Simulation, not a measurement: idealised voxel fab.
Proc. module: voxel air gaps
cross-section cut | 205 nm wide | cells 5 nm
The cross-sections in this document take the form of a grid made of square cells. They are written out as bands, in order from top to bottom. Each band consists of one or more rows of cells.
Quick guide to a band line: top height, bottom height (nm) up front; then every material left to right with its width in nm. Only one material and it's marked "full width"? Then it fills the band edge to edge. And "air" just means empty space.
Heights are expressed relative to 0, this being the level below which the as-received wafer comprises one material exclusively. The lowest band is unbounded in the downward direction and is denoted as in "0 down".
A width given as "30 to 40" starts at the first number in the band's top row and ends at the second number in its bottom row, shifting by an equal amount at every step from row to row.
No cell of the cross-section changed in a step that is given as "remained unchanged".
So "Enclosed void catalog" is basically the list of trapped voids: any empty space of 8 cells or more that can't reach the top through an opening. They're written width x height at distance, the distance being from the left edge, and it's all nm.
Anything after a step's settings on that line? It's the simulator's own note about the step.
"overlay nm", when on a step's line for a step with a mask, measures how far to the right of its planned place the mask lay; a negative measure means to the left.
-- Process steps (planned)
1. RECEIVE,material Si
2. CONFORMAL_DEP,material SiO2,thk nm 10
3. CONFORMAL_DEP,material SiCN,thk nm 5
4. DIRECTIONAL_DEP,material SiO2,thk nm 30
5. PATTERN,tone open,mask id LINES,material resist,width nm 20,pitch nm 45,thk nm 20,overlay nm 0
6. DIRECTIONAL_ETCH,etch materials SiO2,depth nm 30
7. STRIP,etch materials resist
8. CONFORMAL_DEP,material TiN,thk nm 5
9. FILL_DEP,material Cu,thk nm 10
10. CMP,height nm 35
11. EPI,material Ru,thk nm 10
12. SELECTIVE_ETCH,etch materials SiO2,depth nm 40
13. CONFORMAL_DEP,material SiCN,thk nm 5
The wafers in this document start out alike and differ in the height nm applied at step 10; the plan shows the value used for the first wafer.
-- Incoming state of the first of several wafers in cross-section: after step 1
- 0 down  Si full width
- Enclosed void catalog: none
-- Rows = wafers. At module end, each row lists per material the cells gained (+) or lost (-) since the wafer was received, then the closed voids
height nm 35; +18 Cu; +48 Ru; +134 SiCN; +82 SiO2; +30 TiN; Enclosed void catalog: none
height nm 40; +24 Cu; +48 Ru; +140 SiCN; +82 SiO2; +36 TiN; Enclosed void catalog: 15 x 15 at 70; 15 x 15 at 115
height nm 45; +30 Cu; +48 Ru; +146 SiCN; +82 SiO2; +42 TiN; Enclosed void catalog: 15 x 20 at 70; 15 x 20 at 115
height nm 50; +36 Cu; +82 Ru; +82 SiCN; +256 SiO2; +77 TiN; Enclosed void catalog: none
height nm 55; +77 Cu; +82 Ru; +82 SiCN; +256 SiO2; +77 TiN; Enclosed void catalog: none
height nm 60; +118 Cu; +82 Ru; +82 SiCN; +256 SiO2; +77 TiN; Enclosed void catalog: none
